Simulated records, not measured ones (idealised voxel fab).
You're looking at the process module voxel double patterning.
The figure presents cross-section cut, which has a width of 240 nm and is divided into square cells with an edge length of 5 nm.
Cross-sections here: square-cell grids, written as top-down lists of bands, a band being one or more rows of cells. The band entry comprises the height of the band's top followed by the height of its bottom, expressed in nm, and subsequently the band's materials from left to right, each stated together with its width in nm. Where a single material is marked with the word "everywhere", that material fills the band from edge to edge. The word "blank" represents empty space. Where do heights start? At 0: under that level the wafer as delivered is made of one material only. And the lowest band has no floor; it just carries on downward, as in "0 -> down". A width such as "30->40" changes by the same amount from each row of cells to the next, from the band's top row to its bottom row. When a step is marked "changes: none", none of the cells in the cross-section changed during that step. Any empty space of 8 cells or more lacking an open way to the top shows up in "Fully sealed cavities" as width x height at distance, distance from the left edge, in nm. The remark found on a step's line after its settings is issued by the simulator itself and pertains to that step. overlay nm: where the mask lay relative to plan, measured to the right, on steps with a mask; negatives go left.
THE FOLLOWING LIST GIVES THE PLANNED PROCESS STEPS
1: op RECEIVE | material Si
2: op CONFORMAL_DEP | material SiN | thk nm 5
3: op DIRECTIONAL_DEP | material SiO2 | thk nm 10
4: op DIRECTIONAL_DEP | material SiCN | thk nm 10
5: op PATTERN | tone open | mask id FIRST | material resist | width nm 15 | pitch nm 50 | thk nm 15 | overlay nm 0
6: op DIRECTIONAL_ETCH | etch materials SiCN | depth nm 10
7: op STRIP | etch materials resist
8: op MASKED_ETCH | tone open | mask id SECOND | width nm 15 | pitch nm 50 | etch materials SiCN | depth nm 10 | overlay nm 0
9: op DIRECTIONAL_ETCH | etch materials SiO2 | depth nm 10
10: op STRIP | etch materials SiCN
FIRST OF TWO WAFERS, WITH THE RUN CARRIED OUT AS PLANNED
AS RECEIVED (POST STEP 1): CROSS-SECTION
> 0 -> down  Si everywhere
> Fully sealed cavities: none
ONCE STEP 2 IS THROUGH, THE WAFER LOOKS LIKE THIS IN CROSS-SECTION
> 5 -> 0  SiN everywhere
> Below a height of 0, the structure has not been altered.
ONCE STEP 3 IS THROUGH, THE WAFER LOOKS LIKE THIS IN CROSS-SECTION
> 15 -> 5  SiO2 everywhere
> Below a height of 5, the structure has not been altered.
ONCE STEP 4 IS THROUGH, THE WAFER LOOKS LIKE THIS IN CROSS-SECTION
> 25 -> 15  SiCN everywhere
> Below a height of 15, the structure has not been altered.
ONCE STEP 5 IS THROUGH, THE WAFER LOOKS LIKE THIS IN CROSS-SECTION
> 40 -> 25  60 resist  15 blank  35 resist  15 blank  35 resist  15 blank  65 resist
> Below a height of 25, the structure has not been altered.
ONCE STEP 6 IS THROUGH, THE WAFER LOOKS LIKE THIS IN CROSS-SECTION
> 40 -> 25  60 resist  15 blank  35 resist  15 blank  35 resist  15 blank  65 resist
> 25 -> 15  60 SiCN  15 blank  35 SiCN  15 blank  35 SiCN  15 blank  65 SiCN
> Below a height of 15, the structure has not been altered.
ONCE STEP 7 IS THROUGH, THE WAFER LOOKS LIKE THIS IN CROSS-SECTION
> 25 -> 15  60 SiCN  15 blank  35 SiCN  15 blank  35 SiCN  15 blank  65 SiCN
> Below a height of 15, the structure has not been altered.
ONCE STEP 8 IS THROUGH, THE WAFER LOOKS LIKE THIS IN CROSS-SECTION
> 25 -> 15  60 SiCN  15 blank  10 SiCN  15 blank  10 SiCN  15 blank  10 SiCN  15 blank  10 SiCN  15 blank  65 SiCN
> Below a height of 15, the structure has not been altered.
ONCE STEP 9 IS THROUGH, THE WAFER LOOKS LIKE THIS IN CROSS-SECTION
> 25 -> 15  60 SiCN  15 blank  10 SiCN  15 blank  10 SiCN  15 blank  10 SiCN  15 blank  10 SiCN  15 blank  65 SiCN
> 15 -> 5  60 SiO2  15 blank  10 SiO2  15 blank  10 SiO2  15 blank  10 SiO2  15 blank  10 SiO2  15 blank  65 SiO2
> Below a height of 5, the structure has not been altered.
ONCE STEP 10 IS THROUGH, THE WAFER LOOKS LIKE THIS IN CROSS-SECTION
> 15 -> 5  60 SiO2  15 blank  10 SiO2  15 blank  10 SiO2  15 blank  10 SiO2  15 blank  10 SiO2  15 blank  65 SiO2
> Below a height of 5, the structure has not been altered.
WAFER TWO: LIKE WAFER ONE IN START AND PLAN, BUT WITH ONE MISTAKE IN EXECUTION; IDENTICAL UP TO AND INCLUDING STEP 1
CROSS-SECTION: SECOND WAFER, TIME AT WHICH STEP 2 WAS SCHEDULED TO END
> 10 -> 0  SiO2 everywhere
> Below a height of 0, the structure has not been altered.
CROSS-SECTION: SECOND WAFER, TIME AT WHICH STEP 3 WAS SCHEDULED TO END
> 15 -> 10  SiN everywhere
> Below a height of 10, the structure has not been altered.
CROSS-SECTION: SECOND WAFER, TIME AT WHICH STEP 4 WAS SCHEDULED TO END
> 25 -> 15  SiCN everywhere
> Below a height of 15, the structure has not been altered.
CROSS-SECTION: SECOND WAFER, TIME AT WHICH STEP 5 WAS SCHEDULED TO END
> 40 -> 25  60 resist  15 blank  35 resist  15 blank  35 resist  15 blank  65 resist
> Below a height of 25, the structure has not been altered.
CROSS-SECTION: SECOND WAFER, TIME AT WHICH STEP 6 WAS SCHEDULED TO END
> 40 -> 25  60 resist  15 blank  35 resist  15 blank  35 resist  15 blank  65 resist
> 25 -> 15  60 SiCN  15 blank  35 SiCN  15 blank  35 SiCN  15 blank  65 SiCN
> Below a height of 15, the structure has not been altered.
CROSS-SECTION: SECOND WAFER, TIME AT WHICH STEP 7 WAS SCHEDULED TO END
> 25 -> 15  60 SiCN  15 blank  35 SiCN  15 blank  35 SiCN  15 blank  65 SiCN
> Below a height of 15, the structure has not been altered.
CROSS-SECTION: SECOND WAFER, TIME AT WHICH STEP 8 WAS SCHEDULED TO END
> 25 -> 15  60 SiCN  15 blank  10 SiCN  15 blank  10 SiCN  15 blank  10 SiCN  15 blank  10 SiCN  15 blank  65 SiCN
> Below a height of 15, the structure has not been altered.
Cross-section: second wafer, time at which step 9 was scheduled to end: changes: none
CROSS-SECTION: SECOND WAFER, TIME AT WHICH STEP 10 WAS SCHEDULED TO END
> 15 -> 10  SiN everywhere
> Below a height of 10, the structure has not been altered.
Deviation from plan: steps 2 and 3 traded places in the executed sequence
Wrapping up, a cell-based count of both wafers puts the second over or under the first for these materials: SiO2: 30 more
